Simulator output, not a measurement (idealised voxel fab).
Proc. module: voxel transistor to metal
Each square cell in cross-section cut measures 5 nm, and the section as a whole is 285 nm wide.
For the purposes of this document, a cross-section shall be understood as a grid of square cells, specified as bands listed in top-to-bottom order, each band consisting of one or more rows of cells. Band: top and bottom heights (nm) first, top before bottom; then materials from left to right, widths in nm. "everywhere" marks a sole material filling the band edge to edge. "air" denotes empty space. Convention: height 0 is the level below which the wafer, as received, is all one material. The lowest band does not terminate at the bottom but continues downward, represented as "0 and below". So if you see something like "30..40" for the width, read it as the top row of the band sitting at the first number and the bottom row at the second, with every row in between moving by the same amount as the last. A step reported as "changes: none" is a step in which no cell of the cross-section changed. Voids not open to the top, 8 cells minimum: see "Fully sealed cavities". Written width x height at distance; distance is from the left edge; nm. Note: text after step settings on the step line = simulator remark on that step. The setting "overlay nm" may be written on the line of a step. When the step uses a mask, the value reports how far to the right of the planned place the mask lay, and a negative value reports that it lay to the left.

Process steps foreseen in the plan:
- 1: RECEIVE,material Si
- 2: OXIDIZE,depth nm 5
- 3: CONFORMAL_DEP,material SiN,thk nm 10
- 4: MASKED_ETCH,tone cover,mask id ACTIVE,width nm 100,pitch nm 130,etch materials SiN,depth nm 10,overlay nm -10
- 5: MASKED_ETCH,tone cover,mask id ACTIVE,width nm 100,pitch nm 130,etch materials SiO2,depth nm 5,overlay nm 0
- 6: MASKED_ETCH,tone cover,mask id ACTIVE,width nm 100,pitch nm 130,etch materials Si,depth nm 30,overlay nm 0
- 7: FILL_DEP,material SiO2,thk nm 5
- 8: CMP,height nm 10
- 9: SELECTIVE_ETCH,etch materials SiO2,depth nm 5
- 10: STRIP,etch materials SiN
- 11: SELECTIVE_ETCH,etch materials SiO2,depth nm 5
- 12: OXIDIZE,depth nm 5
- 13: DIRECTIONAL_DEP,material polySi,thk nm 25
- 14: DIRECTIONAL_DEP,material SiCN,thk nm 15
- 15: DIRECTIONAL_DEP,material aC,thk nm 15
- 16: PATTERN,tone cover,mask id GATE,material resist,width nm 20,pitch nm 130,thk nm 35,overlay nm 0
- 17: DIRECTIONAL_ETCH,etch materials aC,depth nm 15
- 18: STRIP,etch materials resist
- 19: DIRECTIONAL_ETCH,etch materials SiCN,depth nm 25
- 20: DIRECTIONAL_ETCH,etch materials polySi,depth nm 35
- 21: STRIP,etch materials aC
- 22: CONFORMAL_DEP,material SiO2,thk nm 5
- 23: DIRECTIONAL_ETCH,etch materials SiO2,depth nm 5
- 24: CONFORMAL_DEP,material SiN,thk nm 10
- 25: DIRECTIONAL_ETCH,etch materials SiN,depth nm 10
- 26: DIRECTIONAL_ETCH,etch materials SiO2,depth nm 5
- 27: EPI,material pSi,thk nm 5
- 28: FILL_DEP,material SiO2,thk nm 10
- 29: CMP,height nm 35
- 30: DIRECTIONAL_DEP,material SiO2,thk nm 15
- 31: PATTERN,tone open,mask id CONTACT,material resist,width nm 15,pitch nm 65,thk nm 20,overlay nm 0
- 32: DIRECTIONAL_ETCH,etch materials SiO2,depth nm 55
- 33: STRIP,etch materials resist
- 34: CONFORMAL_DEP,material TiN,thk nm 5
- 35: FILL_DEP,material Ru,thk nm 5
- 36: CMP,height nm 50
- 37: CONFORMAL_DEP,material SiCN,thk nm 5
- 38: DIRECTIONAL_DEP,material lowk,thk nm 20
- 39: PATTERN,tone open,mask id METAL_1,material resist,width nm 15,pitch nm 65,thk nm 15,overlay nm 0
- 40: DIRECTIONAL_ETCH,etch materials lowk,depth nm 20
- 41: DIRECTIONAL_ETCH,etch materials SiCN,depth nm 5
- 42: STRIP,etch materials resist
- 43: CONFORMAL_DEP,material TiN,thk nm 5
- 44: FILL_DEP,material W,thk nm 10
- 45: CMP,height nm 75
- 46: EPI,material Ru,thk nm 5
- 47: FILL_DEP,material SiCN,thk nm 5
Among the wafers covered here, the point of difference is the overlay nm at step 4; their starting state is shared, and the plan presents the value of the first wafer.

Received condition of the first of several wafers, sectioned: post-step 1:
> 0 and below  Si everywhere
> Fully sealed cavities: none

Cross-section after step 47, the final step of the module, for the first of several wafers:
> 85 down to 80  SiCN everywhere
> 80 down to 75  SiCN: 30  Ru: 25  SiCN: 40  Ru: 25  SiCN: 40  Ru: 25  SiCN: 40  Ru: 25  SiCN: 35
> 75 down to 55  lowk: 35  TiN: 5  W: 5  TiN: 5  lowk: 50  TiN: 5  W: 5  TiN: 5  lowk: 50  TiN: 5  W: 5  TiN: 5  lowk: 50  TiN: 5  W: 5  TiN: 5  lowk: 40
> 55 down to 50  SiCN: 35  TiN: 15  SiCN: 50  TiN: 15  SiCN: 50  TiN: 15  SiCN: 50  TiN: 15  SiCN: 40
> 50 down to 35  SiO2: 35  TiN: 5  Ru: 5  TiN: 5  SiO2: 50  TiN: 5  Ru: 5  TiN: 5  SiO2: 50  TiN: 5  Ru: 5  TiN: 5  SiO2: 50  TiN: 5  Ru: 5  TiN: 5  SiO2: 40
> 35 down to 20  SiO2: 35  TiN: 5  Ru: 5  TiN: 5  SiN: 10  SiO2: 5  SiCN: 20  SiO2: 5  SiN: 10  TiN: 5  Ru: 5  TiN: 5  SiO2: 50  TiN: 5  Ru: 5  TiN: 5  SiN: 10  SiO2: 5  SiCN: 20  SiO2: 5  SiN: 10  TiN: 5  Ru: 5  TiN: 5  SiO2: 40
> 20 down to 5  SiO2: 35  TiN: 5  Ru: 5  TiN: 5  SiN: 10  SiO2: 5  polySi: 20  SiO2: 5  SiN: 10  TiN: 5  Ru: 5  TiN: 5  SiO2: 50  TiN: 5  Ru: 5  TiN: 5  SiN: 10  SiO2: 5  polySi: 20  SiO2: 5  SiN: 10  TiN: 5  Ru: 5  TiN: 5  SiO2: 40
> 5 down to 0  SiO2: 35  TiN: 5  Ru: 5  TiN: 5  SiN: 10  SiO2: 5  polySi: 20  SiO2: 5  SiN: 10  TiN: 15  SiO2: 50  TiN: 5  Ru: 5  TiN: 5  SiN: 10  SiO2: 5  polySi: 20  SiO2: 5  SiN: 10  TiN: 15  SiO2: 40
> 0 down to -5  SiO2: 15  SiN: 10  SiO2: 10  TiN: 15  SiN: 10  SiO2: 5  polySi: 20  SiO2: 5  SiN: 10  TiN: 5  SiN: 10  SiO2: 30  SiN: 10  SiO2: 10  TiN: 15  SiN: 10  SiO2: 5  polySi: 20  SiO2: 5  SiN: 10  TiN: 5  SiN: 10  SiO2: 40
> -5 down to -10  SiO2: 25  pSi: 25  SiO2: 50  pSi: 5  SiO2: 50  pSi: 25  SiO2: 50  pSi: 5  SiO2: 50
> -10 down to -35  SiO2: 15  Si: 110  SiO2: 20  Si: 110  SiO2: 30
> -35 and below  Si everywhere
> Fully sealed cavities: none

Here we cross-sectioned the last of the wafers once the module was done:
> 85 down to 80  SiCN everywhere
> 80 down to 75  SiCN: 30  Ru: 25  SiCN: 40  Ru: 25  SiCN: 40  Ru: 25  SiCN: 40  Ru: 25  SiCN: 35
> 75 down to 55  lowk: 35  TiN: 5  W: 5  TiN: 5  lowk: 50  TiN: 5  W: 5  TiN: 5  lowk: 50  TiN: 5  W: 5  TiN: 5  lowk: 50  TiN: 5  W: 5  TiN: 5  lowk: 40
> 55 down to 50  SiCN: 35  TiN: 15  SiCN: 50  TiN: 15  SiCN: 50  TiN: 15  SiCN: 50  TiN: 15  SiCN: 40
> 50 down to 35  SiO2: 35  TiN: 5  Ru: 5  TiN: 5  SiO2: 50  TiN: 5  Ru: 5  TiN: 5  SiO2: 50  TiN: 5  Ru: 5  TiN: 5  SiO2: 50  TiN: 5  Ru: 5  TiN: 5  SiO2: 40
> 35 down to 20  SiO2: 35  TiN: 5  Ru: 5  TiN: 5  SiN: 10  SiO2: 5  SiCN: 20  SiO2: 5  SiN: 10  TiN: 5  Ru: 5  TiN: 5  SiO2: 50  TiN: 5  Ru: 5  TiN: 5  SiN: 10  SiO2: 5  SiCN: 20  SiO2: 5  SiN: 10  TiN: 5  Ru: 5  TiN: 5  SiO2: 40
> 20 down to 5  SiO2: 35  TiN: 5  Ru: 5  TiN: 5  SiN: 10  SiO2: 5  polySi: 20  SiO2: 5  SiN: 10  TiN: 5  Ru: 5  TiN: 5  SiO2: 50  TiN: 5  Ru: 5  TiN: 5  SiN: 10  SiO2: 5  polySi: 20  SiO2: 5  SiN: 10  TiN: 5  Ru: 5  TiN: 5  SiO2: 40
> 5 down to 0  SiO2: 35  TiN: 15  SiN: 10  SiO2: 5  polySi: 20  SiO2: 5  SiN: 10  TiN: 5  Ru: 5  TiN: 5  SiO2: 50  TiN: 15  SiN: 10  SiO2: 5  polySi: 20  SiO2: 5  SiN: 10  TiN: 5  Ru: 5  TiN: 5  SiO2: 40
> 0 down to -5  SiO2: 20  pSi: 15  TiN: 5  SiN: 20  SiO2: 5  polySi: 20  SiO2: 5  SiN: 10  TiN: 15  SiO2: 15  SiN: 10  SiO2: 10  pSi: 15  TiN: 5  SiN: 20  SiO2: 5  polySi: 20  SiO2: 5  SiN: 10  TiN: 15  SiO2: 15  SiN: 10  SiO2: 15
> -5 down to -10  SiO2: 25  Si: 5  SiO2: 70  pSi: 30  SiO2: 25  Si: 5  SiO2: 70  pSi: 30  SiO2: 25
> -10 down to -35  SiO2: 25  Si: 115  SiO2: 15  Si: 115  SiO2: 15
> -35 and below  Si everywhere
> Fully sealed cavities: none

Here is how to read the rows: every wafer has a row, and it shows the wafer at the end of the module, giving for each material how many cells were gained (+) or lost (-) since the wafer was received, then listing its closed voids:
overlay nm -10, +58 Ru, -179 Si, +163 SiCN, +72 SiN, +473 SiO2, +134 TiN, +16 W, +180 lowk, +12 pSi, +40 polySi, Fully sealed cavities: none
overlay nm -5, +58 Ru, -189 Si, +163 SiCN, +72 SiN, +481 SiO2, +136 TiN, +16 W, +180 lowk, +12 pSi, +40 polySi, Fully sealed cavities: none
overlay nm 0, +60 Ru, -199 Si, +163 SiCN, +72 SiN, +489 SiO2, +136 TiN, +16 W, +180 lowk, +12 pSi, +40 polySi, Fully sealed cavities: none
overlay nm 5, +58 Ru, -189 Si, +163 SiCN, +72 SiN, +481 SiO2, +136 TiN, +16 W, +180 lowk, +12 pSi, +40 polySi, Fully sealed cavities: none
overlay nm 10, +58 Ru, -179 Si, +163 SiCN, +72 SiN, +473 SiO2, +134 TiN, +16 W, +180 lowk, +12 pSi, +40 polySi, Fully sealed cavities: none
overlay nm 15, +58 Ru, -167 Si, +163 SiCN, +72 SiN, +455 SiO2, +134 TiN, +16 W, +180 lowk, +18 pSi, +40 polySi, Fully sealed cavities: none
